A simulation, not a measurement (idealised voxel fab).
Presented below is a process module, voxel self aligned vias.
cross-section cut | 175 nm wide | cells 5 nm
Just so we're on the same page, the cross-sections are grids of square cells, and they're listed out in bands top to bottom, each band one or more rows deep.
The entry gives the band's vertical extent as a top height and a bottom height in nm, then its horizontal make-up as materials from left to right, each with a width in nm. "air" stands for empty space; a single material marked "throughout" fills the band edge to edge.
All heights in this document are referenced to 0, defined as the level beneath which the wafer, as received, consists entirely of one material. The lowest band is not bounded below; it extends indefinitely downward and is written in the form "0 down".
With a width like "30->40", each row of cells in the band differs from the next by the same amount, the top row carrying the first number and the bottom row the second.
Step marked "no modification"? Then no cell in the cross-section changed in it.
Entry "Enclosed void entries" = empty spaces >= 8 cells with no open way to the top; each as width x height at distance, distance from left edge, all nm.
That trailing text on a step's line, after the settings, is the simulator's own remark on the step.
overlay nm, on a step with a mask: how far to the right of its planned place the mask lay; to the left if negative

### Process steps - plan
1,RECEIVE,material Si
2,CONFORMAL_DEP,material SiO2,thk nm 15
3,CONFORMAL_DEP,material SiCN,thk nm 5
4,DIRECTIONAL_DEP,material lowk,thk nm 20
5,PATTERN,tone open,mask id LINES,material resist,width nm 20,pitch nm 70,thk nm 15,overlay nm 0
6,DIRECTIONAL_ETCH,etch materials lowk,depth nm 20
7,STRIP,etch materials resist
8,CONFORMAL_DEP,material TiN,thk nm 5
9,FILL_DEP,material Ru,thk nm 10
10,CMP,height nm 40
11,SELECTIVE_ETCH,etch materials W Ru TiN,depth nm 5
12,FILL_DEP,material SiN,thk nm 10
13,CMP,height nm 40
14,DIRECTIONAL_DEP,material lowk,thk nm 20
15,PATTERN,tone open,mask id VIAS,material resist,width nm 40,thk nm 20,overlay nm 0
16,DIRECTIONAL_ETCH,etch materials lowk,depth nm 20
17,DIRECTIONAL_ETCH,etch materials SiN,depth nm 5
18,STRIP,etch materials resist
19,CONFORMAL_DEP,material TiN,thk nm 5
20,FILL_DEP,material W,thk nm 5
21,CMP,height nm 60
22,CONFORMAL_DEP,material SiCN,thk nm 5

### First wafer of two (run as planned)

### Cross-section, incoming material, after step 1
0 down: Si throughout
Enclosed void entries: none

### Step 2 complete: cross-section through the wafer
15 to 0: SiO2 throughout
Below a height of 0, the structure has not been altered.

### Step 3 complete: cross-section through the wafer
20 to 15: SiCN throughout
Below a height of 15, the structure has not been altered.

### Step 4 complete: cross-section through the wafer
40 to 20: lowk throughout
Below a height of 20, the structure has not been altered.

### Step 5 complete: cross-section through the wafer
55 to 40: resist: 40  air: 20  resist: 50  air: 20  resist: 45
Below a height of 40, the structure has not been altered.

### Step 6 complete: cross-section through the wafer
55 to 40: resist: 40  air: 20  resist: 50  air: 20  resist: 45
40 to 20: lowk: 40  air: 20  lowk: 50  air: 20  lowk: 45
Below a height of 20, the structure has not been altered.

### Step 7 complete: cross-section through the wafer
40 to 20: lowk: 40  air: 20  lowk: 50  air: 20  lowk: 45
Below a height of 20, the structure has not been altered.

### Step 8 complete: cross-section through the wafer
45 to 40: TiN: 45  air: 10  TiN: 60  air: 10  TiN: 50
40 to 25: lowk: 40  TiN: 5  air: 10  TiN: 5  lowk: 50  TiN: 5  air: 10  TiN: 5  lowk: 45
25 to 20: lowk: 40  TiN: 20  lowk: 50  TiN: 20  lowk: 45
Below a height of 20, the structure has not been altered.

### Step 9 complete: cross-section through the wafer
55 to 45: Ru throughout
45 to 40: TiN: 45  Ru: 10  TiN: 60  Ru: 10  TiN: 50
40 to 25: lowk: 40  TiN: 5  Ru: 10  TiN: 5  lowk: 50  TiN: 5  Ru: 10  TiN: 5  lowk: 45
Below a height of 25, the structure has not been altered.

### Step 10 complete: cross-section through the wafer
40 to 25: lowk: 40  TiN: 5  Ru: 10  TiN: 5  lowk: 50  TiN: 5  Ru: 10  TiN: 5  lowk: 45
Below a height of 25, the structure has not been altered.

### Step 11 complete: cross-section through the wafer
40 to 35: lowk: 40  air: 20  lowk: 50  air: 20  lowk: 45
Below a height of 35, the structure has not been altered.

### Step 12 complete: cross-section through the wafer
50 to 40: SiN throughout
40 to 35: lowk: 40  SiN: 20  lowk: 50  SiN: 20  lowk: 45
Below a height of 35, the structure has not been altered.

### Step 13 complete: cross-section through the wafer
40 to 35: lowk: 40  SiN: 20  lowk: 50  SiN: 20  lowk: 45
Below a height of 35, the structure has not been altered.

### Step 14 complete: cross-section through the wafer
60 to 40: lowk throughout
Below a height of 40, the structure has not been altered.

### Step 15 complete: cross-section through the wafer
80 to 60: resist: 30  air: 40  resist: 105
Below a height of 60, the structure has not been altered.

### Step 16 complete: cross-section through the wafer
80 to 60: resist: 30  air: 40  resist: 105
60 to 40: lowk: 30  air: 40  lowk: 105
Below a height of 40, the structure has not been altered.

### Step 17 complete: cross-section through the wafer
80 to 60: resist: 30  air: 40  resist: 105
60 to 40: lowk: 30  air: 40  lowk: 105
40 to 35: lowk: 40  air: 20  lowk: 50  SiN: 20  lowk: 45
Below a height of 35, the structure has not been altered.

### Step 18 complete: cross-section through the wafer
60 to 40: lowk: 30  air: 40  lowk: 105
Below a height of 40, the structure has not been altered.

### Step 19 complete: cross-section through the wafer
65 to 60: TiN: 35  air: 30  TiN: 110
60 to 45: lowk: 30  TiN: 5  air: 30  TiN: 5  lowk: 105
45 to 40: lowk: 30  TiN: 15  air: 10  TiN: 15  lowk: 105
40 to 35: lowk: 40  TiN: 20  lowk: 50  SiN: 20  lowk: 45
Below a height of 35, the structure has not been altered.

### Step 20 complete: cross-section through the wafer
70 to 65: W throughout
65 to 60: TiN: 35  W: 30  TiN: 110
60 to 45: lowk: 30  TiN: 5  W: 30  TiN: 5  lowk: 105
45 to 40: lowk: 30  TiN: 15  W: 10  TiN: 15  lowk: 105
Below a height of 40, the structure has not been altered.

### Step 21 complete: cross-section through the wafer
60 to 45: lowk: 30  TiN: 5  W: 30  TiN: 5  lowk: 105
Below a height of 45, the structure has not been altered.

### Step 22 complete: cross-section through the wafer
65 to 60: SiCN throughout
Below a height of 60, the structure has not been altered.

### The second wafer was prepared from the same starting point and under the same plan as the first; its processing contained one mistake, and it remains indistinguishable from the first wafer up to and including step 4

### Cross-section of the second wafer at the time by which step 5 should have been completed according to the plan
55 to 40: resist: 40  air: 25  resist: 45  air: 25  resist: 40
Below a height of 40, the structure has not been altered.

### Cross-section of the second wafer at the time by which step 6 should have been completed according to the plan
55 to 40: resist: 40  air: 25  resist: 45  air: 25  resist: 40
40 to 20: lowk: 40  air: 25  lowk: 45  air: 25  lowk: 40
Below a height of 20, the structure has not been altered.

### Cross-section of the second wafer at the time by which step 7 should have been completed according to the plan
40 to 20: lowk: 40  air: 25  lowk: 45  air: 25  lowk: 40
Below a height of 20, the structure has not been altered.

### Cross-section of the second wafer at the time by which step 8 should have been completed according to the plan
45 to 40: TiN: 45  air: 15  TiN: 55  air: 15  TiN: 45
40 to 25: lowk: 40  TiN: 5  air: 15  TiN: 5  lowk: 45  TiN: 5  air: 15  TiN: 5  lowk: 40
25 to 20: lowk: 40  TiN: 25  lowk: 45  TiN: 25  lowk: 40
Below a height of 20, the structure has not been altered.

### Cross-section of the second wafer at the time by which step 9 should have been completed according to the plan
55 to 45: Ru throughout
45 to 40: TiN: 45  Ru: 15  TiN: 55  Ru: 15  TiN: 45
40 to 25: lowk: 40  TiN: 5  Ru: 15  TiN: 5  lowk: 45  TiN: 5  Ru: 15  TiN: 5  lowk: 40
Below a height of 25, the structure has not been altered.

### Cross-section of the second wafer at the time by which step 10 should have been completed according to the plan
40 to 25: lowk: 40  TiN: 5  Ru: 15  TiN: 5  lowk: 45  TiN: 5  Ru: 15  TiN: 5  lowk: 40
Below a height of 25, the structure has not been altered.

### Cross-section of the second wafer at the time by which step 11 should have been completed according to the plan
40 to 35: lowk: 40  air: 25  lowk: 45  air: 25  lowk: 40
Below a height of 35, the structure has not been altered.

### Cross-section of the second wafer at the time by which step 12 should have been completed according to the plan
50 to 40: SiN throughout
40 to 35: lowk: 40  SiN: 25  lowk: 45  SiN: 25  lowk: 40
Below a height of 35, the structure has not been altered.

### Cross-section of the second wafer at the time by which step 13 should have been completed according to the plan
40 to 35: lowk: 40  SiN: 25  lowk: 45  SiN: 25  lowk: 40
Below a height of 35, the structure has not been altered.

### Cross-section of the second wafer at the time by which step 14 should have been completed according to the plan
60 to 40: lowk throughout
Below a height of 40, the structure has not been altered.

### Cross-section of the second wafer at the time by which step 15 should have been completed according to the plan
80 to 60: resist: 30  air: 40  resist: 105
Below a height of 60, the structure has not been altered.

### Cross-section of the second wafer at the time by which step 16 should have been completed according to the plan
80 to 60: resist: 30  air: 40  resist: 105
60 to 40: lowk: 30  air: 40  lowk: 105
Below a height of 40, the structure has not been altered.

### Cross-section of the second wafer at the time by which step 17 should have been completed according to the plan
80 to 60: resist: 30  air: 40  resist: 105
60 to 40: lowk: 30  air: 40  lowk: 105
40 to 35: lowk: 40  air: 25  lowk: 45  SiN: 25  lowk: 40
Below a height of 35, the structure has not been altered.

### Cross-section of the second wafer at the time by which step 18 should have been completed according to the plan
60 to 40: lowk: 30  air: 40  lowk: 105
Below a height of 40, the structure has not been altered.

### Cross-section of the second wafer at the time by which step 19 should have been completed according to the plan
65 to 60: TiN: 35  air: 30  TiN: 110
60 to 45: lowk: 30  TiN: 5  air: 30  TiN: 5  lowk: 105
45 to 40: lowk: 30  TiN: 15  air: 15  TiN: 10  lowk: 105
40 to 35: lowk: 40  TiN: 25  lowk: 45  SiN: 25  lowk: 40
Below a height of 35, the structure has not been altered.

### Cross-section of the second wafer at the time by which step 20 should have been completed according to the plan
70 to 65: W throughout
65 to 60: TiN: 35  W: 30  TiN: 110
60 to 45: lowk: 30  TiN: 5  W: 30  TiN: 5  lowk: 105
45 to 40: lowk: 30  TiN: 15  W: 15  TiN: 10  lowk: 105
Below a height of 40, the structure has not been altered.

### Cross-section of the second wafer at the time by which step 21 should have been completed according to the plan
60 to 45: lowk: 30  TiN: 5  W: 30  TiN: 5  lowk: 105
Below a height of 45, the structure has not been altered.

### Cross-section of the second wafer at the time by which step 22 should have been completed according to the plan
65 to 60: SiCN throughout
Below a height of 60, the structure has not been altered.
Deviation noted in wafer processing: step 5 was run on a setting that differed from the plan, and what really ran there is PATTERN,tone open,mask id LINES,material resist,width nm 25,pitch nm 70,thk nm 15,overlay nm 0
Final wafer comparison in cells, second versus first, more or fewer per material: 4 more of Ru; 1 more of SiN; 2 more of TiN; 1 more of W; 8 fewer of lowk
